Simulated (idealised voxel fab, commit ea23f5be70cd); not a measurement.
Process module, titled voxel released beams
Section shown: cut. Width: 280 nm. Cell size: 5 nm, square.
When this document writes out a cross-section, it uses a grid of square cells and lists it as bands, beginning at the top and moving down, with a band standing for one or more rows of cells.
For a band, the entry starts with two heights in nm, that of the top and then that of the bottom, and carries on with the band's materials in order from left to right, each alongside its width in nm; the word "everywhere" beside a single material means it fills the band edge to edge, and "air" means empty space.
Counting heights begins at 0, where everything beneath is, in the wafer as received, one material. The lowest band has no bottom; it goes on downwards, as "0..down" shows.
Quick explanation for "30->40": the width changes in equal steps down the rows of cells, from the first number in the band's top row to the second number in its bottom row.
A step reported as "no change occurred" is a step in which no cell of the cross-section changed.
Each empty space that has no open way to the top and spans at least 8 cells appears under "Tabulated closed voids" as width x height at distance, the distance counted from the left edge, all in nm.
On each step's line, the part that comes after the settings is the simulator's own comment on the step.
"overlay nm" denotes, for a step that has a mask, the displacement of the mask to the right of its planned place, with negative values corresponding to the left.
**The following list gives the planned process steps**
1 op RECEIVE | material Si
2 op CONFORMAL_DEP | material Al2O3 | thk nm 10
3 op DIRECTIONAL_DEP | material SiO2 | thk nm 15
4 op DIRECTIONAL_DEP | material aC | thk nm 15
5 op PATTERN | tone open | mask id ANCHOR | material resist | width nm 40 | thk nm 30 | overlay nm 0
6 op DIRECTIONAL_ETCH | etch materials aC | depth nm 15
7 op STRIP | etch materials resist
8 op DIRECTIONAL_ETCH | etch materials SiO2 | depth nm 15
9 op STRIP | etch materials aC
10 op CONFORMAL_DEP | material SiN | thk nm 15
11 op DIRECTIONAL_DEP | material aC | thk nm 15
12 op PATTERN | tone cover | mask id BEAM | material resist | width nm 110 | thk nm 35 | overlay nm 0
13 op DIRECTIONAL_ETCH | etch materials aC | depth nm 15
14 op STRIP | etch materials resist
15 op DIRECTIONAL_ETCH | etch materials SiN | depth nm 15
16 op STRIP | etch materials aC
17 op STRIP | etch materials SiO2
**Here's what the wafer looked like in cross-section when it arrived - that's after step 1**
* 0..down  Si everywhere
* Tabulated closed voids: none
**What the wafer looks like in cross-section after this module, when it starts as shown above and follows the plan above but one mistake is made in running it**
* 40..25  air 80 nm | SiN 110 nm | air 90 nm
* 25..15  Al2O3 everywhere
* 15..0  SiO2 everywhere
* 0..down  Si everywhere
* Tabulated closed voids: none
Diagnosis: mixed up steps 2 and 3 - ran each in the other's place
